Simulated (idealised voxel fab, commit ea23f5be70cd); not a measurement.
voxel gate over fins: a process module
The figure presents cross-section cut, which has a width of 240 nm and is divided into square cells with an edge length of 5 nm.
Square cells in a grid make up a cross-section in this document, and the grid is given as bands, listed from the top down, each one or more rows of cells.
The entry gives the band's vertical extent as a top height and a bottom height in nm, then its horizontal make-up as materials from left to right, each with a width in nm. "air" stands for empty space; a single material marked "throughout" fills the band edge to edge.
Heads up on the height convention: 0 is the point under which the incoming wafer is all one material, and the lowest band has no bottom, it just keeps going down, like "0 and below".
Width spec "30..40" -> top row of cells at first value, bottom row at second value, equal per-row change in between.
It should be understood that the words "everything unchanged", when stated for a given step, signify that the cross-section underwent no change in any of its cells during that step.
"Sealed void list" lists enclosed empty spaces (at least 8 cells, no open path upward to the top), each as width x height at distance from the left edge, in nm.
On each step's line, the part that comes after the settings is the simulator's own comment on the step.
The optional step-line setting "overlay nm" applies to steps with a mask and quantifies how far to the right of its planned location the mask lay, a negative value indicating leftward placement.

-- Planned process steps
- 1: RECEIVE (material Si)
- 2: CONFORMAL_DEP (material SiN; thk nm 10)
- 3: MASKED_ETCH (tone cover; mask id FINS; width nm 15; pitch nm 50; etch materials SiN; depth nm 10; overlay nm 0)
- 4: MASKED_ETCH (tone cover; mask id FINS; width nm 15; pitch nm 50; etch materials Si; depth nm 40; overlay nm 0)
- 5: FILL_DEP (material SiO2; thk nm 5)
- 6: CMP (height nm 10)
- 7: MASKED_ETCH (tone open; mask id RAIL; width nm 15; etch materials SiO2; depth nm 45; overlay nm 0)
- 8: CONFORMAL_DEP (material TiN; thk nm 5)
- 9: FILL_DEP (material Ru; thk nm 5)
- 10: CMP (height nm 10)
- 11: SELECTIVE_ETCH (etch materials W Ru TiN; depth nm 30)
- 12: FILL_DEP (material SiO2; thk nm 5)
- 13: CMP (height nm 10)
- 14: SELECTIVE_ETCH (etch materials SiO2; depth nm 20)
- 15: STRIP (etch materials SiN)
- 16: CONFORMAL_DEP (material HfO2; thk nm 5)
- 17: CONFORMAL_DEP (material TiN; thk nm 5)
- 18: FILL_DEP (material W; thk nm 15)
- 19: CMP (height nm 20)
- 20: CONFORMAL_DEP (material SiN; thk nm 10)

-- Cross-section of the wafer at receipt, which is the condition after step 1
0 and below: Si throughout
Sealed void list: none

-- Starting wafer: above. Plan: above. Run: one mistake. Cross-section after the module: below
30 down to 20: SiN throughout
20 down to 10: W throughout
10 down to 5: W (50) | TiN (35) | W (15) | TiN (35) | W (15) | TiN (35) | W (55)
5 down to 0: W (50) | TiN (5) | HfO2 (25) | TiN (5) | W (15) | TiN (5) | HfO2 (25) | TiN (5) | W (15) | TiN (5) | HfO2 (25) | TiN (5) | W (55)
0 down to -5: TiN (55) | HfO2 (5) | Si (15) | HfO2 (5) | TiN (5) | W (15) | TiN (5) | HfO2 (5) | Si (15) | HfO2 (5) | TiN (5) | W (15) | TiN (5) | HfO2 (5) | Si (15) | HfO2 (5) | TiN (60)
-5 down to -10: HfO2 (45) | TiN (10) | HfO2 (5) | Si (15) | HfO2 (5) | TiN (5) | W (15) | TiN (5) | HfO2 (5) | Si (15) | HfO2 (5) | TiN (5) | W (15) | TiN (5) | HfO2 (5) | Si (15) | HfO2 (5) | TiN (10) | HfO2 (50)
-10 down to -15: SiO2 (40) | HfO2 (5) | TiN (10) | HfO2 (5) | Si (15) | HfO2 (5) | TiN (25) | HfO2 (5) | Si (15) | HfO2 (5) | TiN (25) | HfO2 (5) | Si (15) | HfO2 (5) | TiN (10) | HfO2 (5) | SiO2 (45)
-15 down to -20: SiO2 (40) | HfO2 (20) | Si (15) | HfO2 (35) | Si (15) | HfO2 (35) | Si (15) | HfO2 (20) | SiO2 (45)
-20 down to -30: SiO2 (60) | Si (15) | SiO2 (10) | TiN (5) | Ru (5) | TiN (5) | SiO2 (10) | Si (15) | SiO2 (35) | Si (15) | SiO2 (65)
-30 down to -35: SiO2 (60) | Si (15) | SiO2 (10) | TiN (15) | SiO2 (10) | Si (15) | SiO2 (35) | Si (15) | SiO2 (65)
-35 down to -40: SiO2 (60) | Si (15) | SiO2 (35) | Si (15) | SiO2 (35) | Si (15) | SiO2 (65)
-40 and below: Si throughout
Sealed void list: none
Run error: step 15 occupied the plan position of step 14, and the converse holds as well
